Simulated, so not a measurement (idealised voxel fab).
Process module in this document: voxel wiring stack
For reference, the cross-section in this document is cut, with width 225 nm and square cells of 5 nm.
Cross-section = grid of square cells, listed top down in bands; band = one or more rows.
For a band, the entry starts with two heights in nm, that of the top and then that of the bottom, and carries on with the band's materials in order from left to right, each alongside its width in nm; the word "throughout" beside a single material means it fills the band edge to edge, and "blank" means empty space.
Height is counted from the level 0, under which the received wafer is composed throughout of one material. The lowest of the bands is not closed at the bottom but continues downward, in the notation "0 down".
Read "30 to 40" as a graded width: first number on top, second number at the bottom, same change between each pair of neighbouring rows.
Step marked "all unchanged"? Then no cell in the cross-section changed in it.
Empty spaces without an open route to the top, at least 8 cells in extent, make up the entry "Enclosed internal voids"; each is given as width x height at distance, where the distance is measured from the left edge, and all are in nm.
The remark found on a step's line after its settings is issued by the simulator itself and pertains to that step.
overlay nm: step with mask; distance mask lay right of planned place; negative value = left of planned place.
[So here's the lineup of process steps we planned]
1 RECEIVE: material Si
2 CONFORMAL_DEP: material SiO2, thk nm 15
3 CONFORMAL_DEP: material SiCN, thk nm 5
4 DIRECTIONAL_DEP: material SiO2, thk nm 25
5 PATTERN: tone open, mask id METAL_1, material resist, width nm 25, pitch nm 45, thk nm 15, overlay nm 0
6 DIRECTIONAL_ETCH: etch materials SiO2, depth nm 25
7 DIRECTIONAL_ETCH: etch materials SiCN, depth nm 5
8 STRIP: etch materials resist
9 CONFORMAL_DEP: material TiN, thk nm 5
10 FILL_DEP: material W, thk nm 5
11 CMP: height nm 45
12 CONFORMAL_DEP: material SiCN, thk nm 5
13 DIRECTIONAL_DEP: material lowk, thk nm 25
14 PATTERN: tone open, mask id METAL_2, material resist, width nm 25, pitch nm 45, thk nm 15, overlay nm 0
15 DIRECTIONAL_ETCH: etch materials lowk, depth nm 15
16 STRIP: etch materials resist
17 PATTERN: tone open, mask id METAL_2_HOLES, material resist, width nm 15, pitch nm 45, thk nm 15, overlay nm 0
18 DIRECTIONAL_ETCH: etch materials lowk, depth nm 10
19 DIRECTIONAL_ETCH: etch materials SiCN, depth nm 5
20 STRIP: etch materials resist
21 CONFORMAL_DEP: material TiN, thk nm 5
22 FILL_DEP: material Cu, thk nm 5
23 CMP: height nm 75
24 CONFORMAL_DEP: material SiCN, thk nm 5
25 DIRECTIONAL_DEP: material SiO2, thk nm 15
26 PATTERN: tone open, mask id PLUG_2, material resist, width nm 15, pitch nm 90, thk nm 15, overlay nm 0
27 DIRECTIONAL_ETCH: etch materials SiO2, depth nm 15
28 DIRECTIONAL_ETCH: etch materials SiCN, depth nm 5
29 STRIP: etch materials resist
30 CONFORMAL_DEP: material TiN, thk nm 5
31 FILL_DEP: material Cu, thk nm 5
32 CMP: height nm 95
33 DIRECTIONAL_DEP: material TiN, thk nm 5
34 DIRECTIONAL_DEP: material W, thk nm 20
35 DIRECTIONAL_DEP: material aC, thk nm 10
36 PATTERN: tone cover, mask id METAL_3, material resist, width nm 25, pitch nm 45, thk nm 25, overlay nm 0
37 DIRECTIONAL_ETCH: etch materials aC, depth nm 10
38 STRIP: etch materials resist
39 DIRECTIONAL_ETCH: etch materials W, depth nm 20
40 DIRECTIONAL_ETCH: etch materials TiN, depth nm 5
41 STRIP: etch materials aC
42 CONFORMAL_DEP: material SiCN, thk nm 5
43 FILL_DEP: material SiO2, thk nm 10
44 CMP: height nm 120
45 CONFORMAL_DEP: material SiCN, thk nm 5
46 DIRECTIONAL_DEP: material lowk, thk nm 25
47 PATTERN: tone open, mask id METAL_4, material resist, width nm 25, pitch nm 45, thk nm 15, overlay nm 0
48 DIRECTIONAL_ETCH: etch materials lowk, depth nm 15
49 STRIP: etch materials resist
50 DIRECTIONAL_DEP: material aC, thk nm 10
51 PATTERN: tone open, mask id METAL_4_HOLES, material resist, width nm 15, pitch nm 45, thk nm 30, overlay nm 0
52 DIRECTIONAL_ETCH: etch materials aC, depth nm 10
53 STRIP: etch materials resist
54 DIRECTIONAL_ETCH: etch materials lowk, depth nm 10
55 DIRECTIONAL_ETCH: etch materials SiCN, depth nm 5
56 STRIP: etch materials aC
57 CONFORMAL_DEP: material TiN, thk nm 5
58 FILL_DEP: material Ru, thk nm 10
59 CMP: height nm 150
60 CONFORMAL_DEP: material SiCN, thk nm 5
[Cross-section of the wafer upon arrival, representing the state reached after step 1]
  0 down  Si throughout
  Enclosed internal voids: none
[First of two wafers, end-of-module section, run followed plan]
  155 to 150  SiCN throughout
  150 to 140  lowk: 30; TiN: 5; Ru: 15; TiN: 5; lowk: 20; TiN: 5; Ru: 15; TiN: 5; lowk: 20; TiN: 5; Ru: 15; TiN: 5; lowk: 20; TiN: 5; Ru: 15; TiN: 5; lowk: 35
  140 to 135  lowk: 30; TiN: 5; Ru: 5; TiN: 15; lowk: 20; TiN: 5; Ru: 5; TiN: 15; lowk: 20; TiN: 5; Ru: 5; TiN: 15; lowk: 20; TiN: 5; Ru: 5; TiN: 15; lowk: 35
  135 to 125  lowk: 30; TiN: 5; Ru: 5; TiN: 5; lowk: 30; TiN: 5; Ru: 5; TiN: 5; lowk: 30; TiN: 5; Ru: 5; TiN: 5; lowk: 30; TiN: 5; Ru: 5; TiN: 5; lowk: 45
  125 to 120  SiCN: 30; TiN: 15; SiCN: 30; TiN: 15; SiCN: 30; TiN: 15; SiCN: 30; TiN: 15; SiCN: 45
  120 to 100  SiO2: 25; SiCN: 5; W: 25; SiCN: 5; SiO2: 10; SiCN: 5; W: 25; SiCN: 5; SiO2: 10; SiCN: 5; W: 25; SiCN: 5; SiO2: 10; SiCN: 5; W: 25; SiCN: 5; SiO2: 30
  100 to 95  SiCN: 30; TiN: 25; SiCN: 20; TiN: 25; SiCN: 20; TiN: 25; SiCN: 20; TiN: 25; SiCN: 35
  95 to 80  SiO2: 30; TiN: 5; Cu: 5; TiN: 5; SiO2: 75; TiN: 5; Cu: 5; TiN: 5; SiO2: 90
  80 to 75  SiCN: 30; TiN: 15; SiCN: 75; TiN: 15; SiCN: 90
  75 to 65  lowk: 30; TiN: 5; Cu: 15; TiN: 5; lowk: 20; TiN: 5; Cu: 15; TiN: 5; lowk: 20; TiN: 5; Cu: 15; TiN: 5; lowk: 20; TiN: 5; Cu: 15; TiN: 5; lowk: 35
  65 to 60  lowk: 30; TiN: 5; Cu: 5; TiN: 15; lowk: 20; TiN: 5; Cu: 5; TiN: 15; lowk: 20; TiN: 5; Cu: 5; TiN: 15; lowk: 20; TiN: 5; Cu: 5; TiN: 15; lowk: 35
  60 to 50  lowk: 30; TiN: 5; Cu: 5; TiN: 5; lowk: 30; TiN: 5; Cu: 5; TiN: 5; lowk: 30; TiN: 5; Cu: 5; TiN: 5; lowk: 30; TiN: 5; Cu: 5; TiN: 5; lowk: 45
  50 to 45  SiCN: 30; TiN: 15; SiCN: 30; TiN: 15; SiCN: 30; TiN: 15; SiCN: 30; TiN: 15; SiCN: 45
  45 to 20  SiO2: 30; TiN: 5; W: 15; TiN: 5; SiO2: 20; TiN: 5; W: 15; TiN: 5; SiO2: 20; TiN: 5; W: 15; TiN: 5; SiO2: 20; TiN: 5; W: 15; TiN: 5; SiO2: 35
  20 to 15  SiCN: 30; TiN: 25; SiCN: 20; TiN: 25; SiCN: 20; TiN: 25; SiCN: 20; TiN: 25; SiCN: 35
  15 to 0  SiO2 throughout
  0 down  Si throughout
  Enclosed internal voids: none
[Module end: cross-section of wafer two of two. Same start and process plan as the first wafer. One mistake during execution]
  155 to 150  SiCN throughout
  150 to 140  lowk: 30; TiN: 5; Ru: 15; TiN: 5; lowk: 20; TiN: 5; Ru: 15; TiN: 5; lowk: 20; TiN: 5; Ru: 15; TiN: 5; lowk: 20; TiN: 5; Ru: 15; TiN: 5; lowk: 35
  140 to 135  lowk: 30; TiN: 5; Ru: 5; TiN: 15; lowk: 20; TiN: 5; Ru: 5; TiN: 15; lowk: 20; TiN: 5; Ru: 5; TiN: 15; lowk: 20; TiN: 5; Ru: 5; TiN: 15; lowk: 35
  135 to 125  lowk: 30; TiN: 5; Ru: 5; TiN: 5; lowk: 30; TiN: 5; Ru: 5; TiN: 5; lowk: 30; TiN: 5; Ru: 5; TiN: 5; lowk: 30; TiN: 5; Ru: 5; TiN: 5; lowk: 45
  125 to 120  SiCN: 30; TiN: 15; SiCN: 30; TiN: 15; SiCN: 30; TiN: 15; SiCN: 30; TiN: 15; SiCN: 45
  120 to 100  SiO2: 25; SiCN: 5; W: 25; SiCN: 5; SiO2: 10; SiCN: 5; W: 25; SiCN: 5; SiO2: 10; SiCN: 5; W: 25; SiCN: 5; SiO2: 10; SiCN: 5; W: 25; SiCN: 5; SiO2: 30
  100 to 95  SiCN: 30; TiN: 25; SiCN: 20; TiN: 25; SiCN: 20; TiN: 25; SiCN: 20; TiN: 25; SiCN: 35
  95 to 80  SiO2: 30; TiN: 5; Cu: 10; TiN: 5; SiO2: 70; TiN: 5; Cu: 10; TiN: 5; SiO2: 85
  80 to 75  SiCN: 30; TiN: 20; SiCN: 70; TiN: 20; SiCN: 85
  75 to 65  lowk: 30; TiN: 5; Cu: 15; TiN: 5; lowk: 20; TiN: 5; Cu: 15; TiN: 5; lowk: 20; TiN: 5; Cu: 15; TiN: 5; lowk: 20; TiN: 5; Cu: 15; TiN: 5; lowk: 35
  65 to 60  lowk: 30; TiN: 5; Cu: 5; TiN: 15; lowk: 20; TiN: 5; Cu: 5; TiN: 15; lowk: 20; TiN: 5; Cu: 5; TiN: 15; lowk: 20; TiN: 5; Cu: 5; TiN: 15; lowk: 35
  60 to 50  lowk: 30; TiN: 5; Cu: 5; TiN: 5; lowk: 30; TiN: 5; Cu: 5; TiN: 5; lowk: 30; TiN: 5; Cu: 5; TiN: 5; lowk: 30; TiN: 5; Cu: 5; TiN: 5; lowk: 45
  50 to 45  SiCN: 30; TiN: 15; SiCN: 30; TiN: 15; SiCN: 30; TiN: 15; SiCN: 30; TiN: 15; SiCN: 45
  45 to 20  SiO2: 30; TiN: 5; W: 15; TiN: 5; SiO2: 20; TiN: 5; W: 15; TiN: 5; SiO2: 20; TiN: 5; W: 15; TiN: 5; SiO2: 20; TiN: 5; W: 15; TiN: 5; SiO2: 35
  20 to 15  SiCN: 30; TiN: 25; SiCN: 20; TiN: 25; SiCN: 20; TiN: 25; SiCN: 20; TiN: 25; SiCN: 35
  15 to 0  SiO2 throughout
  0 down  Si throughout
  Enclosed internal voids: none
Against the plan, the run slipped here: step 26 was not run as planned; what actually ran was PATTERN: tone open, mask id PLUG_2, material resist, width nm 20, pitch nm 90, thk nm 15, overlay nm 0
End of process, cell counts, second wafer against first, materials with more or fewer: +6 Cu | -2 SiCN | -6 SiO2 | +2 TiN
